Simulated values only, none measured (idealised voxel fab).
Process module in this document: voxel quadruple lines
Shown is cross-section cut, with a width of 160 nm and square cells of size 5 nm.
Bands, listed from the top down, are how a cross-section gets written in this document; the cross-section itself is a grid of square cells, and a band is one or more rows of them. First you get the band's top height and its bottom height, in nm, and then the materials it's made of, left to right, with each width in nm. If you see a single material with "throughout", that one covers the band edge to edge. "air" is empty space. Ref level 0: as-received wafer is one material below here. Bottom band extends down with no lower bound ("0 -> down"). When a width is written as two numbers, as in "30 to 40", the first number is the width in the top row of cells of the band and the second is the width in its bottom row, and the width changes by the same amount from each row to the next. "remained the same" after a step means that no cell of the cross-section changed. Heads up: "Fully enclosed voids" only lists the empty pockets with no open path to the top that are 8 cells or more, and it writes them as width x height at distance, distance from the left edge, in nm. On each step's line, the part that comes after the settings is the simulator's own comment on the step. overlay nm: how far to the right of its planned place the mask lay on this masked step (negative: to the left).
## Process steps (planned)
step 1: RECEIVE | material Si
step 2: CONFORMAL_DEP | material Al2O3 | thk nm 5
step 3: DIRECTIONAL_DEP | material W | thk nm 10
step 4: DIRECTIONAL_DEP | material polySi | thk nm 20
step 5: DIRECTIONAL_DEP | material aC | thk nm 20
step 6: PATTERN | tone cover | mask id MANDREL | material resist | width nm 20 | pitch nm 60 | thk nm 25 | overlay nm 0
step 7: DIRECTIONAL_ETCH | etch materials aC | depth nm 20
step 8: STRIP | etch materials resist
step 9: CONFORMAL_DEP | material SiO2 | thk nm 10
step 10: DIRECTIONAL_ETCH | etch materials SiO2 | depth nm 10
step 11: STRIP | etch materials aC
step 12: DIRECTIONAL_ETCH | etch materials polySi | depth nm 20
step 13: STRIP | etch materials SiO2
step 14: CONFORMAL_DEP | material SiN | thk nm 5
step 15: DIRECTIONAL_ETCH | etch materials SiN | depth nm 5
step 16: STRIP | etch materials polySi
step 17: DIRECTIONAL_ETCH | etch materials W | depth nm 10
step 18: STRIP | etch materials SiN
## The following pertains to the first of two wafers, which was processed as planned
## Cross-section of the wafer upon arrival, representing the state reached after step 1
* 0 -> down = Si throughout
* Fully enclosed voids: none
## You're looking at a cross-section of the wafer after step 2
* 5 -> 0 = Al2O3 throughout
* Note: structure below 0 unchanged.
## You're looking at a cross-section of the wafer after step 3
* 15 -> 5 = W throughout
* Note: structure below 5 unchanged.
## You're looking at a cross-section of the wafer after step 4
* 35 -> 15 = polySi throughout
* Note: structure below 15 unchanged.
## You're looking at a cross-section of the wafer after step 5
* 55 -> 35 = aC throughout
* Note: structure below 35 unchanged.
## You're looking at a cross-section of the wafer after step 6
* 80 -> 55 = air 40 | resist 20 | air 40 | resist 20 | air 40
* Note: structure below 55 unchanged.
## You're looking at a cross-section of the wafer after step 7
* 60 -> 55 = air 40 | resist 20 | air 40 | resist 20 | air 40
* 55 -> 35 = air 40 | aC 20 | air 40 | aC 20 | air 40
* Note: structure below 35 unchanged.
## You're looking at a cross-section of the wafer after step 8
* 55 -> 35 = air 40 | aC 20 | air 40 | aC 20 | air 40
* Note: structure below 35 unchanged.
## You're looking at a cross-section of the wafer after step 9
* 65 -> 55 = air 30 | SiO2 40 | air 20 | SiO2 40 | air 30
* 55 -> 45 = air 30 | SiO2 10 | aC 20 | SiO2 10 | air 20 | SiO2 10 | aC 20 | SiO2 10 | air 30
* 45 -> 35 = SiO2 40 | aC 20 | SiO2 40 | aC 20 | SiO2 40
* Note: structure below 35 unchanged.
## You're looking at a cross-section of the wafer after step 10
* 55 -> 35 = air 30 | SiO2 10 | aC 20 | SiO2 10 | air 20 | SiO2 10 | aC 20 | SiO2 10 | air 30
* Note: structure below 35 unchanged.
## You're looking at a cross-section of the wafer after step 11
* 55 -> 35 = air 30 | SiO2 10 | air 20 | SiO2 10 | air 20 | SiO2 10 | air 20 | SiO2 10 | air 30
* Note: structure below 35 unchanged.
## You're looking at a cross-section of the wafer after step 12
* 55 -> 35 = air 30 | SiO2 10 | air 20 | SiO2 10 | air 20 | SiO2 10 | air 20 | SiO2 10 | air 30
* 35 -> 15 = air 30 | polySi 10 | air 20 | polySi 10 | air 20 | polySi 10 | air 20 | polySi 10 | air 30
* Note: structure below 15 unchanged.
## You're looking at a cross-section of the wafer after step 13
* 35 -> 15 = air 30 | polySi 10 | air 20 | polySi 10 | air 20 | polySi 10 | air 20 | polySi 10 | air 30
* Note: structure below 15 unchanged.
## You're looking at a cross-section of the wafer after step 14
* 40 -> 35 = air 25 | SiN 20 | air 10 | SiN 20 | air 10 | SiN 20 | air 10 | SiN 20 | air 25
* 35 -> 20 = air 25 | SiN 5 | polySi 10 | SiN 5 | air 10 | SiN 5 | polySi 10 | SiN 5 | air 10 | SiN 5 | polySi 10 | SiN 5 | air 10 | SiN 5 | polySi 10 | SiN 5 | air 25
* 20 -> 15 = SiN 30 | polySi 10 | SiN 20 | polySi 10 | SiN 20 | polySi 10 | SiN 20 | polySi 10 | SiN 30
* Note: structure below 15 unchanged.
## You're looking at a cross-section of the wafer after step 15
* 35 -> 15 = air 25 | SiN 5 | polySi 10 | SiN 5 | air 10 | SiN 5 | polySi 10 | SiN 5 | air 10 | SiN 5 | polySi 10 | SiN 5 | air 10 | SiN 5 | polySi 10 | SiN 5 | air 25
* Note: structure below 15 unchanged.
## You're looking at a cross-section of the wafer after step 16
* 35 -> 15 = air 25 | SiN 5 | air 10 | SiN 5 | air 10 | SiN 5 | air 10 | SiN 5 | air 10 | SiN 5 | air 10 | SiN 5 | air 10 | SiN 5 | air 10 | SiN 5 | air 25
* Note: structure below 15 unchanged.
## You're looking at a cross-section of the wafer after step 17
* 35 -> 15 = air 25 | SiN 5 | air 10 | SiN 5 | air 10 | SiN 5 | air 10 | SiN 5 | air 10 | SiN 5 | air 10 | SiN 5 | air 10 | SiN 5 | air 10 | SiN 5 | air 25
* 15 -> 5 = air 25 | W 5 | air 10 | W 5 | air 10 | W 5 | air 10 | W 5 | air 10 | W 5 | air 10 | W 5 | air 10 | W 5 | air 10 | W 5 | air 25
* Note: structure below 5 unchanged.
## You're looking at a cross-section of the wafer after step 18
* 15 -> 5 = air 25 | W 5 | air 10 | W 5 | air 10 | W 5 | air 10 | W 5 | air 10 | W 5 | air 10 | W 5 | air 10 | W 5 | air 10 | W 5 | air 25
* Note: structure below 5 unchanged.
## Wafer two of the pair: same origin, same plan, one error during the run; identical to wafer one up to and including step 11
## The second wafer cut through, at the time step 12 was supposed to be finished
* 55 -> 35 = air 30 | SiO2 10 | air 20 | SiO2 10 | air 20 | SiO2 10 | air 20 | SiO2 10 | air 30
* 35 -> 15 = air 30 | polySi 10 | air 20 | polySi 10 | air 20 | polySi 10 | air 20 | polySi 10 | air 30
* Note: structure below 15 unchanged.
## The second wafer cut through, at the time step 13 was supposed to be finished
* 35 -> 15 = air 30 | polySi 10 | air 20 | polySi 10 | air 20 | polySi 10 | air 20 | polySi 10 | air 30
* Note: structure below 15 unchanged.
## The second wafer cut through, at the time step 14 was supposed to be finished
* 40 -> 35 = air 25 | SiN 20 | air 10 | SiN 20 | air 10 | SiN 20 | air 10 | SiN 20 | air 25
* 35 -> 20 = air 25 | SiN 5 | polySi 10 | SiN 5 | air 10 | SiN 5 | polySi 10 | SiN 5 | air 10 | SiN 5 | polySi 10 | SiN 5 | air 10 | SiN 5 | polySi 10 | SiN 5 | air 25
* 20 -> 15 = SiN 30 | polySi 10 | SiN 20 | polySi 10 | SiN 20 | polySi 10 | SiN 20 | polySi 10 | SiN 30
* Note: structure below 15 unchanged.
## The second wafer cut through, at the time step 15 was supposed to be finished
* 35 -> 15 = air 25 | SiN 5 | polySi 10 | SiN 5 | air 10 | SiN 5 | polySi 10 | SiN 5 | air 10 | SiN 5 | polySi 10 | SiN 5 | air 10 | SiN 5 | polySi 10 | SiN 5 | air 25
* Note: structure below 15 unchanged.
## The second wafer cut through, at the time step 16 was supposed to be finished
* 35 -> 15 = air 25 | SiN 5 | air 10 | SiN 5 | air 10 | SiN 5 | air 10 | SiN 5 | air 10 | SiN 5 | air 10 | SiN 5 | air 10 | SiN 5 | air 10 | SiN 5 | air 25
* Note: structure below 15 unchanged.
## The second wafer cut through, at the time step 17 was supposed to be finished
* 35 -> 15 = air 25 | SiN 5 | air 10 | SiN 5 | air 10 | SiN 5 | air 10 | SiN 5 | air 10 | SiN 5 | air 10 | SiN 5 | air 10 | SiN 5 | air 10 | SiN 5 | air 25
* 15 -> 5 = air 25 | W 5 | air 10 | W 5 | air 10 | W 5 | air 10 | W 5 | air 10 | W 5 | air 10 | W 5 | air 10 | W 5 | air 10 | W 5 | air 25
* Note: structure below 5 unchanged.
## The second wafer cut through, at the time step 18 was supposed to be finished
* 15 -> 5 = air 25 | W 5 | air 10 | W 5 | air 10 | W 5 | air 10 | W 5 | air 10 | W 5 | air 10 | W 5 | air 10 | W 5 | air 10 | W 5 | air 25
* Note: structure below 5 unchanged.
What went wrong in running the wafer? regarding the plan, step 12 was run twice
It should be noted that the final cross-sections of the two wafers coincide, and the mistake therefore has no effect on the output of this model.
